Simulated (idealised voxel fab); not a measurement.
The document below concerns the process module designated voxel self aligned vias.
Cross-section cut spans 230 nm and uses square cells 5 nm in size.
The cross-sections in this document take the form of a grid made of square cells. They are written out as bands, in order from top to bottom. Each band consists of one or more rows of cells. Heads up on the band format: heights come first, top then bottom, in nm. After that it's the materials left to right, each with its width in nm. A single material flagged "edge to edge" fills the whole band edge to edge, and "blank" means there's empty space there. Height reference: 0 = level under which incoming wafer is all one material. Lowest band: no bottom, runs on downward, e.g. "0 down". You'd read "30->40" like this: the band's top row of cells is as wide as the first number, its bottom row is as wide as the second, and going down, every row changes width by the same amount as the row before did. Given "no modification" for a step, no cell of the cross-section differs between before and after that step. If an empty space has no open way to the top and is at least 8 cells in size, "Entrapped void list" lists it, written width x height at distance, where distance is measured from the left edge and every value is in nm. Note: text after step settings on the step line = simulator remark on that step. overlay nm: step with mask; distance mask lay right of planned place; negative value = left of planned place.

[Planned step list for the process]
1 RECEIVE (material Si)
2 CONFORMAL_DEP (material SiO2; thk nm 15)
3 CONFORMAL_DEP (material SiCN; thk nm 5)
4 DIRECTIONAL_DEP (material SiO2; thk nm 30)
5 MASKED_ETCH (tone open; mask id LINES; width nm 30; pitch nm 65; etch materials SiO2; depth nm 30; overlay nm 0)
6 CONFORMAL_DEP (material TiN; thk nm 5)
7 FILL_DEP (material Ru; thk nm 5)
8 CMP (height nm 50)
9 SELECTIVE_ETCH (etch materials W Ru TiN; depth nm 10)
10 FILL_DEP (material SiN; thk nm 5)
11 CMP (height nm 50)
12 DIRECTIONAL_DEP (material SiO2; thk nm 20)
13 MASKED_ETCH (tone open; mask id VIAS; width nm 40; pitch nm 130; etch materials SiO2; depth nm 20; overlay nm 0)
14 MASKED_ETCH (tone open; mask id VIAS; width nm 40; pitch nm 130; etch materials SiN; depth nm 10; overlay nm 0)
15 CONFORMAL_DEP (material TiN; thk nm 5)
16 FILL_DEP (material Ru; thk nm 5)
17 CMP (height nm 70)
18 CONFORMAL_DEP (material SiN; thk nm 5)

[This is the cross-section of the wafer as we received it, i.e. after step 1]
0 down | Si edge to edge
Entrapped void list: none

[Cross-sectional image of the first of two wafers at the end of the module, the run having proceeded as planned]
75 to 70 | SiN edge to edge
70 to 55 | SiO2=30, TiN=5, Ru=30, TiN=5, SiO2=90, TiN=5, Ru=30, TiN=5, SiO2=30
55 to 50 | SiO2=30, TiN=10, Ru=20, TiN=10, SiO2=90, TiN=10, Ru=20, TiN=10, SiO2=30
50 to 45 | SiO2=35, TiN=5, Ru=20, TiN=5, SiO2=35, SiN=30, SiO2=35, TiN=5, Ru=20, TiN=5, SiO2=35
45 to 40 | SiO2=35, TiN=30, SiO2=35, SiN=30, SiO2=35, TiN=30, SiO2=35
40 to 25 | SiO2=35, TiN=5, Ru=20, TiN=5, SiO2=35, TiN=5, Ru=20, TiN=5, SiO2=35, TiN=5, Ru=20, TiN=5, SiO2=35
25 to 20 | SiO2=35, TiN=30, SiO2=35, TiN=30, SiO2=35, TiN=30, SiO2=35
20 to 15 | SiCN edge to edge
15 to 0 | SiO2 edge to edge
0 down | Si edge to edge
Entrapped void list: none

[Cross-section of the latter of the two wafers at module completion. It had an identical start and an identical plan to the former; in running it, one mistake was made]
75 to 70 | SiN edge to edge
70 to 55 | SiO2=30, TiN=5, Ru=30, TiN=5, SiO2=90, TiN=5, Ru=30, TiN=5, SiO2=30
55 to 50 | SiO2=30, TiN=10, Ru=20, TiN=10, SiO2=90, TiN=10, Ru=20, TiN=10, SiO2=30
50 to 45 | SiO2=35, TiN=5, Ru=20, TiN=5, SiO2=35, SiN=30, SiO2=35, TiN=5, Ru=20, TiN=5, SiO2=35
45 to 40 | SiO2=35, TiN=30, SiO2=35, SiN=30, SiO2=35, TiN=30, SiO2=35
40 to 35 | SiO2=35, TiN=30, SiO2=35, TiN=30, SiO2=35, TiN=30, SiO2=35
35 to 30 | SiCN edge to edge
30 to 0 | SiO2 edge to edge
0 down | Si edge to edge
Entrapped void list: none
Which mistake was made when the wafer was run? plan step 2 was conducted twice
Final difference in cells, second wafer against first, listed per material as more or fewer: -36 Ru; +54 SiO2; -18 TiN
